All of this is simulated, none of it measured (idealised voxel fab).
Herein follows the process module entitled voxel wiring stack.
FYI the section here is cut, 250 nm wide, cells are 5 nm squares.
Cross-section format: a grid of square cells, given as bands from top to bottom; each band is one or more rows of cells.
Within each band entry, the heights of the top and of the bottom of the band appear first, in that order and in nm; the materials of the band then follow from left to right, each with its corresponding width in nm. The designation "full width" on a single material indicates that it fills the band from edge to edge; the designation "air" indicates empty space.
Heights from 0 (as-received wafer is one material below). Bottom band endless downward, as "0 -> down".
Read "30 to 40" as a graded width: first number on top, second number at the bottom, same change between each pair of neighbouring rows.
A step reported as "no modifications" is a step in which no cell of the cross-section changed.
In the "Closed cavities" entry, you get each enclosed empty space of 8 cells or more, one with no open way to the top, written width x height at distance, distance from the left edge, in nm.
What comes after the settings on a step's line is commentary from the simulator itself on that step.
On any step carrying a mask, the "overlay nm" setting, if present on the step's line, tells how far right of its planned place the mask lay; negative values point to the left.
Note: before/after cross-section pairs follow, one process step per pair, after-side truncated at the lowest changed band, step and settings given beneath. Different runs of this module on the same starting wafer may supply the pairs; a pair continues the one above only where the "Geometry before processing" entry says so.
Geometry before processing:
  125 -> 115 | aC full width
  115 -> 90 | lowk full width
  90 -> 85 | SiCN full width
  85 -> 60 | 75 of SiO2 / 5 of SiN / 20 of W / 5 of SiN / 5 of SiO2 / 5 of SiN / 20 of W / 5 of SiN / 5 of SiO2 / 5 of SiN / 20 of W / 5 of SiN / 75 of SiO2
  60 -> 55 | 80 of SiN / 20 of TiN / 15 of SiN / 20 of TiN / 15 of SiN / 20 of TiN / 80 of SiN
  55 -> 40 | 80 of SiO2 / 5 of TiN / 5 of W / 5 of TiN / 55 of SiO2 / 5 of TiN / 5 of W / 5 of TiN / 85 of SiO2
  40 -> 35 | 80 of SiCN / 15 of TiN / 55 of SiCN / 15 of TiN / 85 of SiCN
  35 -> 30 | 75 of SiCN / 30 of Ru / 5 of SiCN / 30 of Ru / 5 of SiCN / 30 of Ru / 75 of SiCN
  30 -> 15 | 80 of SiO2 / 5 of TiN / 10 of Cu / 5 of TiN / 15 of SiO2 / 5 of TiN / 10 of Cu / 5 of TiN / 15 of SiO2 / 5 of TiN / 10 of Cu / 5 of TiN / 80 of SiO2
  15 -> 10 | 80 of SiCN / 20 of TiN / 15 of SiCN / 20 of TiN / 15 of SiCN / 20 of TiN / 80 of SiCN
  10 -> 0 | SiO2 full width
  0 -> down | Si full width
  Closed cavities: none
Section After Processing:
  150 -> 125 | 85 of resist / 15 of air / 20 of resist / 15 of air / 20 of resist / 15 of air / 80 of resist
  Nothing below the height 125 has changed.
  Closed cavities: none
Step linking the sections shown: op PATTERN | tone open | mask id METAL_3 | material resist | width nm 15 | pitch nm 35 | thk nm 25 | overlay nm 0
Geometry before processing: see preceding pair, after cross-section.
Section After Processing:
  140 -> 125 | 85 of resist / 15 of air / 20 of resist / 15 of air / 20 of resist / 15 of air / 80 of resist
  125 -> 115 | 85 of aC / 15 of air / 20 of aC / 15 of air / 20 of aC / 15 of air / 80 of aC
  Nothing below the height 115 has changed.
  Closed cavities: none
Step linking the sections shown: op DIRECTIONAL_ETCH | etch materials aC | depth nm 10
Geometry before processing: see preceding pair, after cross-section.
Section After Processing:
  125 -> 115 | 85 of aC / 15 of air / 20 of aC / 15 of air / 20 of aC / 15 of air / 80 of aC
  Nothing below the height 115 has changed.
  Closed cavities: none
Step linking the sections shown: op STRIP | etch materials resist
Geometry before processing: see preceding pair, after cross-section.
Section After Processing:
  125 -> 115 | 85 of aC / 15 of air / 20 of aC / 15 of air / 20 of aC / 15 of air / 80 of aC
  115 -> 100 | 85 of lowk / 15 of air / 20 of lowk / 15 of air / 20 of lowk / 15 of air / 80 of lowk
  Nothing below the height 100 has changed.
  Closed cavities: none
Step linking the sections shown: op DIRECTIONAL_ETCH | etch materials lowk | depth nm 15
Geometry before processing: see preceding pair, after cross-section.
Section After Processing:
  115 -> 100 | 85 of lowk / 15 of air / 20 of lowk / 15 of air / 20 of lowk / 15 of air / 80 of lowk
  Nothing below the height 100 has changed.
  Closed cavities: none
Step linking the sections shown: op STRIP | etch materials aC
Geometry before processing: see preceding pair, after cross-section.
Section After Processing:
  135 -> 115 | 80 of resist / 15 of air / 20 of resist / 15 of air / 20 of resist / 15 of air / 85 of resist
  115 -> 100 | 85 of lowk / 10 of air / 5 of resist / 20 of lowk / 10 of air / 5 of resist / 20 of lowk / 10 of air / 5 of resist / 80 of lowk
  Nothing below the height 100 has changed.
  Closed cavities: none
Step linking the sections shown: op PATTERN | tone open | mask id METAL_3_HOLES | material resist | width nm 15 | pitch nm 35 | thk nm 20 | overlay nm 0
Geometry before processing: see preceding pair, after cross-section.
Section After Processing:
  135 -> 115 | 80 of resist / 15 of air / 20 of resist / 15 of air / 20 of resist / 15 of air / 85 of resist
  115 -> 105 | 80 of lowk / 15 of air / 5 of resist / 15 of lowk / 15 of air / 5 of resist / 15 of lowk / 15 of air / 5 of resist / 80 of lowk
  105 -> 100 | 85 of lowk / 10 of air / 5 of resist / 20 of lowk / 10 of air / 5 of resist / 20 of lowk / 10 of air / 5 of resist / 80 of lowk
  100 -> 90 | 85 of lowk / 10 of air / 25 of lowk / 10 of air / 25 of lowk / 10 of air / 85 of lowk
  Nothing below the height 90 has changed.
  Closed cavities: none
Step linking the sections shown: op DIRECTIONAL_ETCH | etch materials lowk | depth nm 10
Geometry before processing: see preceding pair, after cross-section.
Section After Processing:
  135 -> 115 | 80 of resist / 15 of air / 20 of resist / 15 of air / 20 of resist / 15 of air / 85 of resist
  115 -> 105 | 80 of lowk / 15 of air / 5 of resist / 15 of lowk / 15 of air / 5 of resist / 15 of lowk / 15 of air / 5 of resist / 80 of lowk
  105 -> 100 | 85 of lowk / 10 of air / 5 of resist / 20 of lowk / 10 of air / 5 of resist / 20 of lowk / 10 of air / 5 of resist / 80 of lowk
  100 -> 90 | 85 of lowk / 10 of air / 25 of lowk / 10 of air / 25 of lowk / 10 of air / 85 of lowk
  90 -> 85 | 85 of SiCN / 10 of air / 25 of SiCN / 10 of air / 25 of SiCN / 10 of air / 85 of SiCN
  Nothing below the height 85 has changed.
  Closed cavities: none
Step linking the sections shown: op DIRECTIONAL_ETCH | etch materials SiCN | depth nm 5
Geometry before processing: see preceding pair, after cross-section.
Section After Processing:
  115 -> 105 | 80 of lowk / 20 of air / 15 of lowk / 20 of air / 15 of lowk / 20 of air / 80 of lowk
  105 -> 100 | 85 of lowk / 15 of air / 20 of lowk / 15 of air / 20 of lowk / 15 of air / 80 of lowk
  Nothing below the height 100 has changed.
  Closed cavities: none
Step linking the sections shown: op STRIP | etch materials resist
Geometry before processing: see preceding pair, after cross-section.
Section After Processing:
  120 -> 115 | 85 of TiN / 10 of air / 25 of TiN / 10 of air / 25 of TiN / 10 of air / 85 of TiN
  115 -> 105 | 80 of lowk / 5 to 10 of TiN / 10 to 5 of air / 5 of TiN / 15 of lowk / 5 to 10 of TiN / 10 to 5 of air / 5 of TiN / 15 of lowk / 5 to 10 of TiN / 10 to 5 of air / 5 of TiN / 80 of lowk
  105 -> 100 | 85 of lowk / 15 of TiN / 20 of lowk / 15 of TiN / 20 of lowk / 15 of TiN / 80 of lowk
  100 -> 90 | 85 of lowk / 10 of TiN / 25 of lowk / 10 of TiN / 25 of lowk / 10 of TiN / 85 of lowk
  90 -> 85 | 85 of SiCN / 10 of TiN / 25 of SiCN / 10 of TiN / 25 of SiCN / 10 of TiN / 85 of SiCN
  Nothing below the height 85 has changed.
  Closed cavities: none
Step linking the sections shown: op CONFORMAL_DEP | material TiN | thk nm 5
Geometry before processing: see preceding pair, after cross-section.
Section After Processing:
  130 -> 120 | Cu full width
  120 -> 115 | 85 of TiN / 10 of Cu / 25 of TiN / 10 of Cu / 25 of TiN / 10 of Cu / 85 of TiN
  115 -> 105 | 80 of lowk / 5 to 10 of TiN / 10 to 5 of Cu / 5 of TiN / 15 of lowk / 5 to 10 of TiN / 10 to 5 of Cu / 5 of TiN / 15 of lowk / 5 to 10 of TiN / 10 to 5 of Cu / 5 of TiN / 80 of lowk
  Nothing below the height 105 has changed.
  Closed cavities: none
Step linking the sections shown: op FILL_DEP | material Cu | thk nm 10
Geometry before processing: see preceding pair, after cross-section.
Section After Processing:
  115 -> 105 | 80 of lowk / 5 to 10 of TiN / 10 to 5 of Cu / 5 of TiN / 15 of lowk / 5 to 10 of TiN / 10 to 5 of Cu / 5 of TiN / 15 of lowk / 5 to 10 of TiN / 10 to 5 of Cu / 5 of TiN / 80 of lowk
  Nothing below the height 105 has changed.
  Closed cavities: none
Step linking the sections shown: op CMP | height nm 115
Geometry before processing: see preceding pair, after cross-section.
Section After Processing:
  120 -> 115 | SiN full width
  Nothing below the height 115 has changed.
  Closed cavities: none
Step linking the sections shown: op CONFORMAL_DEP | material SiN | thk nm 5
Geometry before processing:
  115 -> 100 | 80 of lowk / 20 of air / 15 of lowk / 20 of air / 15 of lowk / 20 of air / 80 of lowk
  100 -> 90 | lowk full width
  90 -> 85 | SiCN full width
  85 -> 60 | 75 of SiO2 / 5 of SiN / 20 of W / 5 of SiN / 5 of SiO2 / 5 of SiN / 20 of W / 5 of SiN / 5 of SiO2 / 5 of SiN / 20 of W / 5 of SiN / 75 of SiO2
  60 -> 55 | 80 of SiN / 20 of TiN / 15 of SiN / 20 of TiN / 15 of SiN / 20 of TiN / 80 of SiN
  55 -> 40 | 80 of SiO2 / 5 of TiN / 5 of W / 5 of TiN / 55 of SiO2 / 5 of TiN / 5 of W / 5 of TiN / 85 of SiO2
  40 -> 35 | 80 of SiCN / 15 of TiN / 55 of SiCN / 15 of TiN / 85 of SiCN
  35 -> 30 | 75 of SiCN / 30 of Ru / 5 of SiCN / 30 of Ru / 5 of SiCN / 30 of Ru / 75 of SiCN
  30 -> 15 | 80 of SiO2 / 5 of TiN / 10 of Cu / 5 of TiN / 15 of SiO2 / 5 of TiN / 10 of Cu / 5 of TiN / 15 of SiO2 / 5 of TiN / 10 of Cu / 5 of TiN / 80 of SiO2
  15 -> 10 | 80 of SiCN / 20 of TiN / 15 of SiCN / 20 of TiN / 15 of SiCN / 20 of TiN / 80 of SiCN
  10 -> 0 | SiO2 full width
  0 -> down | Si full width
  Closed cavities: none
Section After Processing:
  135 -> 115 | 85 of resist / 15 of air / 20 of resist / 15 of air / 20 of resist / 15 of air / 80 of resist
  115 -> 100 | 80 of lowk / 5 of resist / 15 of air / 15 of lowk / 5 of resist / 15 of air / 15 of lowk / 5 of resist / 15 of air / 80 of lowk
  Nothing below the height 100 has changed.
  Closed cavities: none
Step linking the sections shown: op PATTERN | tone open | mask id METAL_3_HOLES | material resist | width nm 15 | pitch nm 35 | thk nm 20 | overlay nm 5
Geometry before processing: see preceding pair, after cross-section.
Section After Processing:
  135 -> 115 | 85 of resist / 15 of air / 20 of resist / 15 of air / 20 of resist / 15 of air / 80 of resist
  115 -> 100 | 80 of lowk / 5 of resist / 15 of air / 15 of lowk / 5 of resist / 15 of air / 15 of lowk / 5 of resist / 15 of air / 80 of lowk
  100 -> 90 | 85 of lowk / 15 of air / 20 of lowk / 15 of air / 20 of lowk / 15 of air / 80 of lowk
  Nothing below the height 90 has changed.
  Closed cavities: none
Step linking the sections shown: op DIRECTIONAL_ETCH | etch materials lowk | depth nm 10
Geometry before processing: see preceding pair, after cross-section.
Section After Processing:
  135 -> 115 | 85 of resist / 15 of air / 20 of resist / 15 of air / 20 of resist / 15 of air / 80 of resist
  115 -> 100 | 80 of lowk / 5 of resist / 15 of air / 15 of lowk / 5 of resist / 15 of air / 15 of lowk / 5 of resist / 15 of air / 80 of lowk
  100 -> 90 | 85 of lowk / 15 of air / 20 of lowk / 15 of air / 20 of lowk / 15 of air / 80 of lowk
  90 -> 85 | 85 of SiCN / 15 of air / 20 of SiCN / 15 of air / 20 of SiCN / 15 of air / 80 of SiCN
  Nothing below the height 85 has changed.
  Closed cavities: none
Step linking the sections shown: op DIRECTIONAL_ETCH | etch materials SiCN | depth nm 5
Geometry before processing: see preceding pair, after cross-section.
Section After Processing:
  115 -> 100 | 80 of lowk / 20 of air / 15 of lowk / 20 of air / 15 of lowk / 20 of air / 80 of lowk
  Nothing below the height 100 has changed.
  Closed cavities: none
Step linking the sections shown: op STRIP | etch materials resist
Geometry before processing: see preceding pair, after cross-section.
Section After Processing:
  120 -> 115 | 85 of TiN / 10 of air / 25 of TiN / 10 of air / 25 of TiN / 10 of air / 85 of TiN
  115 -> 105 | 80 of lowk / 5 of TiN / 10 of air / 5 of TiN / 15 of lowk / 5 of TiN / 10 of air / 5 of TiN / 15 of lowk / 5 of TiN / 10 of air / 5 of TiN / 80 of lowk
  105 -> 100 | 80 of lowk / 10 of TiN / 5 of air / 5 of TiN / 15 of lowk / 10 of TiN / 5 of air / 5 of TiN / 15 of lowk / 10 of TiN / 5 of air / 5 of TiN / 80 of lowk
  100 -> 90 | 85 of lowk / 5 of TiN / 5 of air / 5 of TiN / 20 of lowk / 5 of TiN / 5 of air / 5 of TiN / 20 of lowk / 5 of TiN / 5 of air / 5 of TiN / 80 of lowk
  90 -> 85 | 85 of SiCN / 15 of TiN / 20 of SiCN / 15 of TiN / 20 of SiCN / 15 of TiN / 80 of SiCN
  Nothing below the height 85 has changed.
  Closed cavities: none
Step linking the sections shown: op CONFORMAL_DEP | material TiN | thk nm 5
Geometry before processing: see preceding pair, after cross-section.
Section After Processing:
  130 -> 120 | Cu full width
  120 -> 115 | 85 of TiN / 10 of Cu / 25 of TiN / 10 of Cu / 25 of TiN / 10 of Cu / 85 of TiN
  115 -> 105 | 80 of lowk / 5 of TiN / 10 of Cu / 5 of TiN / 15 of lowk / 5 of TiN / 10 of Cu / 5 of TiN / 15 of lowk / 5 of TiN / 10 of Cu / 5 of TiN / 80 of lowk
  105 -> 100 | 80 of lowk / 10 of TiN / 5 of Cu / 5 of TiN / 15 of lowk / 10 of TiN / 5 of Cu / 5 of TiN / 15 of lowk / 10 of TiN / 5 of Cu / 5 of TiN / 80 of lowk
  100 -> 90 | 85 of lowk / 5 of TiN / 5 of Cu / 5 of TiN / 20 of lowk / 5 of TiN / 5 of Cu / 5 of TiN / 20 of lowk / 5 of TiN / 5 of Cu / 5 of TiN / 80 of lowk
  Nothing below the height 90 has changed.
  Closed cavities: none
Step linking the sections shown: op FILL_DEP | material Cu | thk nm 10
Geometry before processing: see preceding pair, after cross-section.
Section After Processing:
  115 -> 105 | 80 of lowk / 5 of TiN / 10 of Cu / 5 of TiN / 15 of lowk / 5 of TiN / 10 of Cu / 5 of TiN / 15 of lowk / 5 of TiN / 10 of Cu / 5 of TiN / 80 of lowk
  Nothing below the height 105 has changed.
  Closed cavities: none
Step linking the sections shown: op CMP | height nm 115
Geometry before processing: see preceding pair, after cross-section.
Section After Processing:
  120 -> 115 | SiN full width
  Nothing below the height 115 has changed.
  Closed cavities: none
Step linking the sections shown: op CONFORMAL_DEP | material SiN | thk nm 5
Geometry before processing:
  10 -> 0 | SiO2 full width
  0 -> down | Si full width
  Closed cavities: none
Section After Processing:
  15 -> 10 | Ru full width
  Nothing below the height 10 has changed.
  Closed cavities: none
Step linking the sections shown: op CONFORMAL_DEP | material Ru | thk nm 5
Geometry before processing: see preceding pair, after cross-section.
Section After Processing:
  30 -> 15 | SiO2 full width
  Nothing below the height 15 has changed.
  Closed cavities: none
Step linking the sections shown: op DIRECTIONAL_DEP | material SiO2 | thk nm 15
Geometry before processing: see preceding pair, after cross-section.
Section After Processing:
  40 -> 30 | aC full width
  Nothing below the height 30 has changed.
  Closed cavities: none
Step linking the sections shown: op DIRECTIONAL_DEP | material aC | thk nm 10
Geometry before processing: see preceding pair, after cross-section.
Section After Processing:
  65 -> 40 | 80 of resist / 20 of air / 15 of resist / 20 of air / 15 of resist / 20 of air / 80 of resist
  Nothing below the height 40 has changed.
  Closed cavities: none
Step linking the sections shown: op PATTERN | tone open | mask id METAL_1 | material resist | width nm 20 | pitch nm 35 | thk nm 25 | overlay nm 0
Geometry before processing: see preceding pair, after cross-section.
Section After Processing:
  55 -> 40 | 80 of resist / 20 of air / 15 of resist / 20 of air / 15 of resist / 20 of air / 80 of resist
  40 -> 30 | 80 of aC / 20 of air / 15 of aC / 20 of air / 15 of aC / 20 of air / 80 of aC
  Nothing below the height 30 has changed.
  Closed cavities: none
Step linking the sections shown: op DIRECTIONAL_ETCH | etch materials aC | depth nm 10
Geometry before processing: see preceding pair, after cross-section.
Section After Processing:
  40 -> 30 | 80 of aC / 20 of air / 15 of aC / 20 of air / 15 of aC / 20 of air / 80 of aC
  Nothing below the height 30 has changed.
  Closed cavities: none
Step linking the sections shown: op STRIP | etch materials resist
Geometry before processing: see preceding pair, after cross-section.
Section After Processing:
  40 -> 30 | 80 of aC / 20 of air / 15 of aC / 20 of air / 15 of aC / 20 of air / 80 of aC
  30 -> 15 | 80 of SiO2 / 20 of air / 15 of SiO2 / 20 of air / 15 of SiO2 / 20 of air / 80 of SiO2
  Nothing below the height 15 has changed.
  Closed cavities: none
Step linking the sections shown: op DIRECTIONAL_ETCH | etch materials SiO2 | depth nm 15
Geometry before processing: see preceding pair, after cross-section.
Section After Processing:
  30 -> 15 | 80 of SiO2 / 20 of air / 15 of SiO2 / 20 of air / 15 of SiO2 / 20 of air / 80 of SiO2
  Nothing below the height 15 has changed.
  Closed cavities: none
Step linking the sections shown: op STRIP | etch materials aC
Geometry before processing: see preceding pair, after cross-section.
Section After Processing:
  35 -> 30 | 85 of TiN / 10 of air / 25 of TiN / 10 of air / 25 of TiN / 10 of air / 85 of TiN
  30 -> 20 | 80 of SiO2 / 5 of TiN / 10 of air / 5 of TiN / 15 of SiO2 / 5 of TiN / 10 of air / 5 of TiN / 15 of SiO2 / 5 of TiN / 10 of air / 5 of TiN / 80 of SiO2
  20 -> 15 | 80 of SiO2 / 20 of TiN / 15 of SiO2 / 20 of TiN / 15 of SiO2 / 20 of TiN / 80 of SiO2
  Nothing below the height 15 has changed.
  Closed cavities: none
Step linking the sections shown: op CONFORMAL_DEP | material TiN | thk nm 5
Geometry before processing: see preceding pair, after cross-section.
Section After Processing:
  45 -> 35 | Cu full width
  35 -> 30 | 85 of TiN / 10 of Cu / 25 of TiN / 10 of Cu / 25 of TiN / 10 of Cu / 85 of TiN
  30 -> 20 | 80 of SiO2 / 5 of TiN / 10 of Cu / 5 of TiN / 15 of SiO2 / 5 of TiN / 10 of Cu / 5 of TiN / 15 of SiO2 / 5 of TiN / 10 of Cu / 5 of TiN / 80 of SiO2
  Nothing below the height 20 has changed.
  Closed cavities: none
Step linking the sections shown: op FILL_DEP | material Cu | thk nm 10
Geometry before processing: see preceding pair, after cross-section.
Section After Processing:
  30 -> 20 | 80 of SiO2 / 5 of TiN / 10 of Cu / 5 of TiN / 15 of SiO2 / 5 of TiN / 10 of Cu / 5 of TiN / 15 of SiO2 / 5 of TiN / 10 of Cu / 5 of TiN / 80 of SiO2
  Nothing below the height 20 has changed.
  Closed cavities: none
Step linking the sections shown: op CMP | height nm 30
Geometry before processing: see preceding pair, after cross-section.
Section After Processing:
  35 -> 30 | 75 of air / 30 of Ru / 5 of air / 30 of Ru / 5 of air / 30 of Ru / 75 of air
  Nothing below the height 30 has changed.
  Closed cavities: none
Step linking the sections shown: op EPI | material Ru | thk nm 5
Geometry before processing: see preceding pair, after cross-section.
Section After Processing:
  40 -> 35 | SiCN full width
  35 -> 30 | 75 of SiCN / 30 of Ru / 5 of SiCN / 30 of Ru / 5 of SiCN / 30 of Ru / 75 of SiCN
  Nothing below the height 30 has changed.
  Closed cavities: none
Step linking the sections shown: op FILL_DEP | material SiCN | thk nm 5
Geometry before processing: see preceding pair, after cross-section.
Section After Processing:
  55 -> 40 | SiO2 full width
  Nothing below the height 40 has changed.
  Closed cavities: none
Step linking the sections shown: op DIRECTIONAL_DEP | material SiO2 | thk nm 15
Geometry before processing: see preceding pair, after cross-section.
Section After Processing:
  65 -> 55 | aC full width
  Nothing below the height 55 has changed.
  Closed cavities: none
Step linking the sections shown: op DIRECTIONAL_DEP | material aC | thk nm 10
Geometry before processing: see preceding pair, after cross-section.
Section After Processing:
  90 -> 65 | 80 of resist / 15 of air / 55 of resist / 15 of air / 85 of resist
  Nothing below the height 65 has changed.
  Closed cavities: none
Step linking the sections shown: op PATTERN | tone open | mask id PLUG_1 | material resist | width nm 15 | pitch nm 70 | thk nm 25 | overlay nm 0
Geometry before processing: see preceding pair, after cross-section.
Section After Processing:
  80 -> 65 | 80 of resist / 15 of air / 55 of resist / 15 of air / 85 of resist
  65 -> 55 | 80 of aC / 15 of air / 55 of aC / 15 of air / 85 of aC
  Nothing below the height 55 has changed.
  Closed cavities: none
Step linking the sections shown: op DIRECTIONAL_ETCH | etch materials aC | depth nm 10
Geometry before processing: see preceding pair, after cross-section.
Section After Processing:
  65 -> 55 | 80 of aC / 15 of air / 55 of aC / 15 of air / 85 of aC
  Nothing below the height 55 has changed.
  Closed cavities: none
Step linking the sections shown: op STRIP | etch materials resist
Geometry before processing: see preceding pair, after cross-section.
Section After Processing:
  65 -> 55 | 80 of aC / 15 of air / 55 of aC / 15 of air / 85 of aC
  55 -> 40 | 80 of SiO2 / 15 of air / 55 of SiO2 / 15 of air / 85 of SiO2
  Nothing below the height 40 has changed.
  Closed cavities: none
Step linking the sections shown: op DIRECTIONAL_ETCH | etch materials SiO2 | depth nm 15
Geometry before processing: see preceding pair, after cross-section.
Section After Processing:
  65 -> 55 | 80 of aC / 15 of air / 55 of aC / 15 of air / 85 of aC
  55 -> 40 | 80 of SiO2 / 15 of air / 55 of SiO2 / 15 of air / 85 of SiO2
  40 -> 35 | 80 of SiCN / 15 of air / 55 of SiCN / 15 of air / 85 of SiCN
  Nothing below the height 35 has changed.
  Closed cavities: none
Step linking the sections shown: op DIRECTIONAL_ETCH | etch materials SiCN | depth nm 5
Geometry before processing: see preceding pair, after cross-section.
Section After Processing:
  55 -> 40 | 80 of SiO2 / 15 of air / 55 of SiO2 / 15 of air / 85 of SiO2
  Nothing below the height 40 has changed.
  Closed cavities: none
Step linking the sections shown: op STRIP | etch materials aC
Geometry before processing: see preceding pair, after cross-section.
Section After Processing:
  60 -> 55 | 85 of TiN / 5 of air / 65 of TiN / 5 of air / 90 of TiN
  55 -> 40 | 80 of SiO2 / 5 of TiN / 5 of air / 5 of TiN / 55 of SiO2 / 5 of TiN / 5 of air / 5 of TiN / 85 of SiO2
  40 -> 35 | 80 of SiCN / 15 of TiN / 55 of SiCN / 15 of TiN / 85 of SiCN
  Nothing below the height 35 has changed.
  Closed cavities: none
Step linking the sections shown: op CONFORMAL_DEP | material TiN | thk nm 5
Geometry before processing: see preceding pair, after cross-section.
Section After Processing:
  65 -> 60 | W full width
  60 -> 55 | 85 of TiN / 5 of W / 65 of TiN / 5 of W / 90 of TiN
  55 -> 40 | 80 of SiO2 / 5 of TiN / 5 of W / 5 of TiN / 55 of SiO2 / 5 of TiN / 5 of W / 5 of TiN / 85 of SiO2
  Nothing below the height 40 has changed.
  Closed cavities: none
Step linking the sections shown: op FILL_DEP | material W | thk nm 5
Geometry before processing: see preceding pair, after cross-section.
Section After Processing:
  55 -> 40 | 80 of SiO2 / 5 of TiN / 5 of W / 5 of TiN / 55 of SiO2 / 5 of TiN / 5 of W / 5 of TiN / 85 of SiO2
  Nothing below the height 40 has changed.
  Closed cavities: none
Step linking the sections shown: op CMP | height nm 55
Geometry before processing: see preceding pair, after cross-section.
Section After Processing:
  60 -> 55 | TiN full width
  Nothing below the height 55 has changed.
  Closed cavities: none
Step linking the sections shown: op DIRECTIONAL_DEP | material TiN | thk nm 5
Geometry before processing: see preceding pair, after cross-section.
Section After Processing:
  85 -> 60 | W full width
  Nothing below the height 60 has changed.
  Closed cavities: none
Step linking the sections shown: op DIRECTIONAL_DEP | material W | thk nm 25
Geometry before processing: see preceding pair, after cross-section.
Section After Processing:
  85 -> 60 | 80 of air / 20 of W / 15 of air / 20 of W / 15 of air / 20 of W / 80 of air
  Nothing below the height 60 has changed.
  Closed cavities: none
Step linking the sections shown: op MASKED_ETCH | tone cover | mask id METAL_2 | width nm 20 | pitch nm 35 | etch materials W | depth nm 25 | overlay nm 0
Geometry before processing: see preceding pair, after cross-section.
Section After Processing:
  85 -> 60 | 80 of air / 20 of W / 15 of air / 20 of W / 15 of air / 20 of W / 80 of air
  60 -> 55 | 80 of air / 20 of TiN / 15 of air / 20 of TiN / 15 of air / 20 of TiN / 80 of air
  Nothing below the height 55 has changed.
  Closed cavities: none
Step linking the sections shown: op MASKED_ETCH | tone cover | mask id METAL_2 | width nm 20 | pitch nm 35 | etch materials TiN | depth nm 5 | overlay nm 0
Geometry before processing: see preceding pair, after cross-section.
Section After Processing:
  90 -> 85 | 75 of air / 30 of SiN / 5 of air / 30 of SiN / 5 of air / 30 of SiN / 75 of air
  85 -> 60 | 75 of air / 5 of SiN / 20 of W / 5 of SiN / 5 of air / 5 of SiN / 20 of W / 5 of SiN / 5 of air / 5 of SiN / 20 of W / 5 of SiN / 75 of air
  60 -> 55 | 80 of SiN / 20 of TiN / 15 of SiN / 20 of TiN / 15 of SiN / 20 of TiN / 80 of SiN
  Nothing below the height 55 has changed.
  Closed cavities: none
Step linking the sections shown: op CONFORMAL_DEP | material SiN | thk nm 5
Geometry before processing: see preceding pair, after cross-section.
Section After Processing:
  95 -> 90 | SiO2 full width
  90 -> 85 | 75 of SiO2 / 30 of SiN / 5 of SiO2 / 30 of SiN / 5 of SiO2 / 30 of SiN / 75 of SiO2
  85 -> 60 | 75 of SiO2 / 5 of SiN / 20 of W / 5 of SiN / 5 of SiO2 / 5 of SiN / 20 of W / 5 of SiN / 5 of SiO2 / 5 of SiN / 20 of W / 5 of SiN / 75 of SiO2
  Nothing below the height 60 has changed.
  Closed cavities: none
Step linking the sections shown: op FILL_DEP | material SiO2 | thk nm 5
Geometry before processing: see preceding pair, after cross-section.
Section After Processing:
  85 -> 60 | 75 of SiO2 / 5 of SiN / 20 of W / 5 of SiN / 5 of SiO2 / 5 of SiN / 20 of W / 5 of SiN / 5 of SiO2 / 5 of SiN / 20 of W / 5 of SiN / 75 of SiO2
  Nothing below the height 60 has changed.
  Closed cavities: none
Step linking the sections shown: op CMP | height nm 85
Geometry before processing: see preceding pair, after cross-section.
Section After Processing:
  90 -> 85 | SiCN full width
  Nothing below the height 85 has changed.
  Closed cavities: none
Step linking the sections shown: op CONFORMAL_DEP | material SiCN | thk nm 5
Geometry before processing: see preceding pair, after cross-section.
Section After Processing:
  115 -> 90 | lowk full width
  Nothing below the height 90 has changed.
  Closed cavities: none
Step linking the sections shown: op DIRECTIONAL_DEP | material lowk | thk nm 25
Geometry before processing: see preceding pair, after cross-section.
Section After Processing:
  125 -> 115 | aC full width
  Nothing below the height 115 has changed.
  Closed cavities: none
Step linking the sections shown: op DIRECTIONAL_DEP | material aC | thk nm 10
Geometry before processing: see preceding pair, after cross-section.
Section After Processing:
  150 -> 125 | 80 of resist / 20 of air / 15 of resist / 20 of air / 15 of resist / 20 of air / 80 of resist
  Nothing below the height 125 has changed.
  Closed cavities: none
Step linking the sections shown: op PATTERN | tone open | mask id METAL_3 | material resist | width nm 20 | pitch nm 35 | thk nm 25 | overlay nm 0
Geometry before processing: see preceding pair, after cross-section.
Section After Processing:
  140 -> 125 | 80 of resist / 20 of air / 15 of resist / 20 of air / 15 of resist / 20 of air / 80 of resist
  125 -> 115 | 80 of aC / 20 of air / 15 of aC / 20 of air / 15 of aC / 20 of air / 80 of aC
  Nothing below the height 115 has changed.
  Closed cavities: none
Step linking the sections shown: op DIRECTIONAL_ETCH | etch materials aC | depth nm 10
Geometry before processing: see preceding pair, after cross-section.
Section After Processing:
  125 -> 115 | 80 of aC / 20 of air / 15 of aC / 20 of air / 15 of aC / 20 of air / 80 of aC
  Nothing below the height 115 has changed.
  Closed cavities: none
Step linking the sections shown: op STRIP | etch materials resist
Geometry before processing: see preceding pair, after cross-section.
Section After Processing:
  125 -> 115 | 80 of aC / 20 of air / 15 of aC / 20 of air / 15 of aC / 20 of air / 80 of aC
  115 -> 100 | 80 of lowk / 20 of air / 15 of lowk / 20 of air / 15 of lowk / 20 of air / 80 of lowk
  Nothing below the height 100 has changed.
  Closed cavities: none
Step linking the sections shown: op DIRECTIONAL_ETCH | etch materials lowk | depth nm 15
Geometry before processing: see preceding pair, after cross-section.
Section After Processing:
  115 -> 100 | 80 of lowk / 20 of air / 15 of lowk / 20 of air / 15 of lowk / 20 of air / 80 of lowk
  Nothing below the height 100 has changed.
  Closed cavities: none
Step linking the sections shown: op STRIP | etch materials aC
Geometry before processing: see preceding pair, after cross-section.
Section After Processing:
  135 -> 115 | 80 of resist / 15 of air / 20 of resist / 15 of air / 20 of resist / 15 of air / 85 of resist
  115 -> 100 | 80 of lowk / 15 of air / 5 of resist / 15 of lowk / 15 of air / 5 of resist / 15 of lowk / 15 of air / 5 of resist / 80 of lowk
  Nothing below the height 100 has changed.
  Closed cavities: none
Step linking the sections shown: op PATTERN | tone open | mask id METAL_3_HOLES | material resist | width nm 15 | pitch nm 35 | thk nm 20 | overlay nm 0
Geometry before processing: see preceding pair, after cross-section.
Section After Processing:
  135 -> 115 | 80 of resist / 15 of air / 20 of resist / 15 of air / 20 of resist / 15 of air / 85 of resist
  115 -> 100 | 80 of lowk / 15 of air / 5 of resist / 15 of lowk / 15 of air / 5 of resist / 15 of lowk / 15 of air / 5 of resist / 80 of lowk
  100 -> 90 | 80 of lowk / 15 of air / 20 of lowk / 15 of air / 20 of lowk / 15 of air / 85 of lowk
  Nothing below the height 90 has changed.
  Closed cavities: none
Step linking the sections shown: op DIRECTIONAL_ETCH | etch materials lowk | depth nm 10
Geometry before processing: see preceding pair, after cross-section.
Section After Processing:
  135 -> 115 | 80 of resist / 15 of air / 20 of resist / 15 of air / 20 of resist / 15 of air / 85 of resist
  115 -> 100 | 80 of lowk / 15 of air / 5 of resist / 15 of lowk / 15 of air / 5 of resist / 15 of lowk / 15 of air / 5 of resist / 80 of lowk
  100 -> 90 | 80 of lowk / 15 of air / 20 of lowk / 15 of air / 20 of lowk / 15 of air / 85 of lowk
  90 -> 85 | 80 of SiCN / 15 of air / 20 of SiCN / 15 of air / 20 of SiCN / 15 of air / 85 of SiCN
  Nothing below the height 85 has changed.
  Closed cavities: none
Step linking the sections shown: op DIRECTIONAL_ETCH | etch materials SiCN | depth nm 5
